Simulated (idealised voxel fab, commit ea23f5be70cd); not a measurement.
Process module heading - voxel released beams
It is cross-section cut that appears here, measuring 205 nm in width, its square cells being 5 nm in size.
Cross-sections here: square-cell grids, written as top-down lists of bands, a band being one or more rows of cells.
Basically the band line says how high the top is and how high the bottom is, in nm, and then what's in it from left to right, every material with its width in nm. Empty space shows up as "empty", and if a single material carries "edge to edge" it runs the full band edge to edge.
Zero point of the height axis is 0; under it, received wafer = one material. Lowest band: continues down indefinitely, "0..down".
Read "30 to 40" as a graded width: first number on top, second number at the bottom, same change between each pair of neighbouring rows.
"no alteration", as given for a step, is the statement that not any cell of the cross-section underwent a change during that step.
Empty spaces counting at least 8 cells and having no open way to the top are listed in "Enclosed internal voids". The notation width x height at distance is used for each, the distance being from the left edge and all three values in nm.
Where a step's line continues beyond its settings, the continuation is a remark by the simulator itself on that step.
"overlay nm" on a masked step: distance the mask lay right of its planned place, negative for left.
LISTED BELOW ARE THE PROCESS STEPS AS PLANNED
1: RECEIVE, material Si
2: CONFORMAL_DEP, material Al2O3, thk nm 10
3: DIRECTIONAL_DEP, material SiO2, thk nm 15
4: DIRECTIONAL_DEP, material aC, thk nm 10
5: PATTERN, tone open, mask id ANCHOR, material resist, width nm 30, thk nm 30, overlay nm 0
6: DIRECTIONAL_ETCH, etch materials aC, depth nm 10
7: STRIP, etch materials resist
8: DIRECTIONAL_ETCH, etch materials SiO2, depth nm 15
9: STRIP, etch materials aC
10: CONFORMAL_DEP, material SiN, thk nm 10
11: PATTERN, tone cover, mask id BEAM, material resist, width nm 100, thk nm 20, overlay nm 0
12: DIRECTIONAL_ETCH, etch materials SiN, depth nm 10
13: STRIP, etch materials resist
14: STRIP, etch materials SiO2
FIRST OF TWO WAFERS - AS PLANNED
AS RECEIVED (POST STEP 1): CROSS-SECTION
	0..down  Si edge to edge
	Enclosed internal voids: none
AFTER STEP 2, IN CROSS-SECTION
	10..0  Al2O3 edge to edge
	Heights below 0 show no change.
AFTER STEP 3, IN CROSS-SECTION
	25..10  SiO2 edge to edge
	Heights below 10 show no change.
AFTER STEP 4, IN CROSS-SECTION
	35..25  aC edge to edge
	Heights below 25 show no change.
AFTER STEP 5, IN CROSS-SECTION
	65..35  55 resist  30 empty  120 resist
	Heights below 35 show no change.
AFTER STEP 6, IN CROSS-SECTION
	55..35  55 resist  30 empty  120 resist
	35..25  55 aC  30 empty  120 aC
	Heights below 25 show no change.
AFTER STEP 7, IN CROSS-SECTION
	35..25  55 aC  30 empty  120 aC
	Heights below 25 show no change.
AFTER STEP 8, IN CROSS-SECTION
	35..25  55 aC  30 empty  120 aC
	25..10  55 SiO2  30 empty  120 SiO2
	Heights below 10 show no change.
AFTER STEP 9, IN CROSS-SECTION
	25..10  55 SiO2  30 empty  120 SiO2
	Heights below 10 show no change.
AFTER STEP 10, IN CROSS-SECTION
	35..25  65 SiN  10 empty  130 SiN
	25..20  55 SiO2  10 SiN  10 empty  10 SiN  120 SiO2
	20..10  55 SiO2  30 SiN  120 SiO2
	Heights below 10 show no change.
AFTER STEP 11, IN CROSS-SECTION
	55..35  50 empty  100 resist  55 empty
	35..25  65 SiN  10 resist  130 SiN
	25..20  55 SiO2  10 SiN  10 resist  10 SiN  120 SiO2
	Heights below 20 show no change.
AFTER STEP 12, IN CROSS-SECTION
	55..35  50 empty  100 resist  55 empty
	35..25  50 empty  15 SiN  10 resist  75 SiN  55 empty
	Heights below 25 show no change.
AFTER STEP 13, IN CROSS-SECTION
	35..25  50 empty  15 SiN  10 empty  75 SiN  55 empty
	25..20  55 SiO2  10 SiN  10 empty  10 SiN  120 SiO2
	Heights below 20 show no change.
AFTER STEP 14, IN CROSS-SECTION
	35..25  50 empty  15 SiN  10 empty  75 SiN  55 empty
	25..20  55 empty  10 SiN  10 empty  10 SiN  120 empty
	20..10  55 empty  30 SiN  120 empty
	Heights below 10 show no change.
OKAY, SECOND WAFER. NOTHING DIFFERENT AT THE START, NOTHING DIFFERENT IN THE PLAN, JUST ONE MISTAKE SOMEWHERE IN THE RUNNING. AS FAR AS STEP 1, COUNTING THAT STEP, IT'S THE FIRST WAFER ALL OVER AGAIN
CROSS-SECTION OF THE SECOND WAFER AT THE TIME STEP 2 OF THE PLAN SHOULD HAVE ENDED
	15..0  Al2O3 edge to edge
	Heights below 0 show no change.
CROSS-SECTION OF THE SECOND WAFER AT THE TIME STEP 3 OF THE PLAN SHOULD HAVE ENDED
	30..15  SiO2 edge to edge
	Heights below 15 show no change.
CROSS-SECTION OF THE SECOND WAFER AT THE TIME STEP 4 OF THE PLAN SHOULD HAVE ENDED
	40..30  aC edge to edge
	Heights below 30 show no change.
CROSS-SECTION OF THE SECOND WAFER AT THE TIME STEP 5 OF THE PLAN SHOULD HAVE ENDED
	70..40  55 resist  30 empty  120 resist
	Heights below 40 show no change.
CROSS-SECTION OF THE SECOND WAFER AT THE TIME STEP 6 OF THE PLAN SHOULD HAVE ENDED
	60..40  55 resist  30 empty  120 resist
	40..30  55 aC  30 empty  120 aC
	Heights below 30 show no change.
CROSS-SECTION OF THE SECOND WAFER AT THE TIME STEP 7 OF THE PLAN SHOULD HAVE ENDED
	40..30  55 aC  30 empty  120 aC
	Heights below 30 show no change.
CROSS-SECTION OF THE SECOND WAFER AT THE TIME STEP 8 OF THE PLAN SHOULD HAVE ENDED
	40..30  55 aC  30 empty  120 aC
	30..15  55 SiO2  30 empty  120 SiO2
	Heights below 15 show no change.
CROSS-SECTION OF THE SECOND WAFER AT THE TIME STEP 9 OF THE PLAN SHOULD HAVE ENDED
	30..15  55 SiO2  30 empty  120 SiO2
	Heights below 15 show no change.
CROSS-SECTION OF THE SECOND WAFER AT THE TIME STEP 10 OF THE PLAN SHOULD HAVE ENDED
	40..30  65 SiN  10 empty  130 SiN
	30..25  55 SiO2  10 SiN  10 empty  10 SiN  120 SiO2
	25..15  55 SiO2  30 SiN  120 SiO2
	Heights below 15 show no change.
CROSS-SECTION OF THE SECOND WAFER AT THE TIME STEP 11 OF THE PLAN SHOULD HAVE ENDED
	60..40  50 empty  100 resist  55 empty
	40..30  65 SiN  10 resist  130 SiN
	30..25  55 SiO2  10 SiN  10 resist  10 SiN  120 SiO2
	Heights below 25 show no change.
CROSS-SECTION OF THE SECOND WAFER AT THE TIME STEP 12 OF THE PLAN SHOULD HAVE ENDED
	60..40  50 empty  100 resist  55 empty
	40..30  50 empty  15 SiN  10 resist  75 SiN  55 empty
	Heights below 30 show no change.
CROSS-SECTION OF THE SECOND WAFER AT THE TIME STEP 13 OF THE PLAN SHOULD HAVE ENDED
	40..30  50 empty  15 SiN  10 empty  75 SiN  55 empty
	30..25  55 SiO2  10 SiN  10 empty  10 SiN  120 SiO2
	Heights below 25 show no change.
CROSS-SECTION OF THE SECOND WAFER AT THE TIME STEP 14 OF THE PLAN SHOULD HAVE ENDED
	40..30  50 empty  15 SiN  10 empty  75 SiN  55 empty
	30..25  55 empty  10 SiN  10 empty  10 SiN  120 empty
	25..15  55 empty  30 SiN  120 empty
	Heights below 15 show no change.
Want to know what went wrong? step 2 did not use the planned setting and instead ran as CONFORMAL_DEP, material Al2O3, thk nm 15
Materials where the second wafer ends with more or fewer cells than the first: +41 Al2O3
